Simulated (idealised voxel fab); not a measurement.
The document below concerns the process module designated voxel local oxidation.
Pictured: cross-section cut, 150 nm wide, on a grid of 5 nm square cells.
Bands, listed from the top down, are how a cross-section gets written in this document; the cross-section itself is a grid of square cells, and a band is one or more rows of them.
Band: top height; bottom height; in nm. Then, left to right: material with width in nm, for each material. "everywhere": a single material spanning edge to edge. "blank": empty space.
Height 0 is the level under which the wafer as received is all one material. The lowest band goes on downwards, as in "z 0 and below".
Width spec "30->40" -> top row of cells at first value, bottom row at second value, equal per-row change in between.
Given "no alteration" for a step, no cell of the cross-section differs between before and after that step.
Empty spaces without an open route to the top, at least 8 cells in extent, make up the entry "Listed closed voids"; each is given as width x height at distance, where the distance is measured from the left edge, and all are in nm.
Anything after a step's settings on that line? It's the simulator's own note about the step.
Regarding "overlay nm": on a step with a mask, it is the distance the mask lay to the right of its planned place; a negative value places it to the left.
THE PROCESS STEPS THAT WERE PLANNED ARE LISTED BELOW
| 1 | op RECEIVE | material Si |
| 2 | op OXIDIZE | depth nm 5 |
| 3 | op CONFORMAL_DEP | material SiN | thk nm 15 |
| 4 | op DIRECTIONAL_DEP | material aC | thk nm 15 |
| 5 | op PATTERN | tone cover | mask id ACTIVE | material resist | width nm 95 | thk nm 30 | overlay nm 0 |
| 6 | op DIRECTIONAL_ETCH | etch materials aC | depth nm 15 |
| 7 | op STRIP | etch materials resist |
| 8 | op DIRECTIONAL_ETCH | etch materials SiN | depth nm 15 |
| 9 | op STRIP | etch materials aC |
| 10 | op SELECTIVE_ETCH | etch materials SiO2 | depth nm 5 |
| 11 | op OXIDIZE | depth nm 15 |
| 12 | op STRIP | etch materials SiN |
WAFER AS RECEIVED: CROSS-SECTION FOLLOWING STEP 1
  z 0 and below  Si everywhere
  Listed closed voids: none
THIS IS HOW THE WAFER LOOKS IN CROSS-SECTION ONCE THE MODULE IS DONE, GIVEN THE STARTING STATE AND PLAN ABOVE AND ONE MISTAKE IN CARRYING THE PLAN OUT
  z 10 to -5  SiO2 everywhere
  z -5 and below  Si everywhere
  Listed closed voids: none
Short version of what went wrong: step 3 ran with different settings than intended, the actual operation and settings being op CONFORMAL_DEP | material SiO2 | thk nm 15
